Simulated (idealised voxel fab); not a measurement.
This section sets out a process module, namely voxel trench capacitor.
Xsec cut, 165 nm wide, square cell size 5 nm.
A cross-section is written here as square cells arranged in a grid, and it is given in bands from the top down, each band taking up one or more rows of cells. The entry gives the band's vertical extent as a top height and a bottom height in nm, then its horizontal make-up as materials from left to right, each with a width in nm. "air" stands for empty space; a single material marked "all across" fills the band edge to edge. Height datum 0, below which the as-received substrate wafer is one material. Lowest band open at the bottom, running downward: "0 nm and below". A width given as "30->40" starts at the first number in the band's top row and ends at the second number in its bottom row, shifting by an equal amount at every step from row to row. "nothing changed" -> step changed no cross-section cell. Heads up: "Voids, enclosed" only lists the empty pockets with no open path to the top that are 8 cells or more, and it writes them as width x height at distance, distance from the left edge, in nm. Formally, on a step line, whatever follows the settings is a remark that the simulator itself makes on the step. Among the settings permitted on a step's line is "overlay nm"; applied to a step with a mask, it specifies the extent to which the mask lay to the right of its planned position, whereas a negative figure signifies a position to the left.
Process steps - plan:
1. RECEIVE | material Si
2. CONFORMAL_DEP | material SiN | thk nm 10
3. MASKED_ETCH | tone open | mask id TRENCH | width nm 30 | pitch nm 60 | etch materials SiN | depth nm 10 | overlay nm 0
4. MASKED_ETCH | tone open | mask id TRENCH | width nm 30 | pitch nm 60 | etch materials Si | depth nm 35 | overlay nm 0
5. CONFORMAL_DEP | material Al2O3 | thk nm 5
6. CONFORMAL_DEP | material TiN | thk nm 5
7. FILL_DEP | material W | thk nm 10
8. CMP | height nm 10
Wafer cross-section on receipt, i.e. after step 1:
* 0 nm and below  Si all across
* Voids, enclosed: none
Here's the cross-section of the first of our two wafers at the end of the module - it ran as planned:
* 10 nm to 0 nm  SiN 35, then Al2O3 5, then TiN 5, then W 10, then TiN 5, then Al2O3 5, then SiN 30, then Al2O3 5, then TiN 5, then W 10, then TiN 5, then Al2O3 5, then SiN 40
* 0 nm to -25 nm  Si 35, then Al2O3 5, then TiN 5, then W 10, then TiN 5, then Al2O3 5, then Si 30, then Al2O3 5, then TiN 5, then W 10, then TiN 5, then Al2O3 5, then Si 40
* -25 nm to -30 nm  Si 35, then Al2O3 5, then TiN 20, then Al2O3 5, then Si 30, then Al2O3 5, then TiN 20, then Al2O3 5, then Si 40
* -30 nm to -35 nm  Si 35, then Al2O3 30, then Si 30, then Al2O3 30, then Si 40
* -35 nm and below  Si all across
* Voids, enclosed: none
Second of two wafers, module complete, sectioned: it shares the first wafer's start and plan but was run with one mistake:
* 10 nm to 0 nm  SiN 40, then Al2O3 5, then TiN 10, then Al2O3 5, then SiN 40, then Al2O3 5, then TiN 10, then Al2O3 5, then SiN 45
* 0 nm to -30 nm  Si 40, then Al2O3 5, then TiN 10, then Al2O3 5, then Si 40, then Al2O3 5, then TiN 10, then Al2O3 5, then Si 45
* -30 nm to -35 nm  Si 40, then Al2O3 20, then Si 40, then Al2O3 20, then Si 45
* -35 nm and below  Si all across
* Voids, enclosed: none
So what did we get wrong on this run? step 3 ran with different settings than intended, the actual operation and settings being MASKED_ETCH | tone open | mask id TRENCH | width nm 20 | pitch nm 60 | etch materials SiN | depth nm 10 | overlay nm 0
Wafer comparison, final, in cells, second relative to first, materials more or fewer: Al2O3 -4; Si +28; SiN +8; TiN -4; W -28
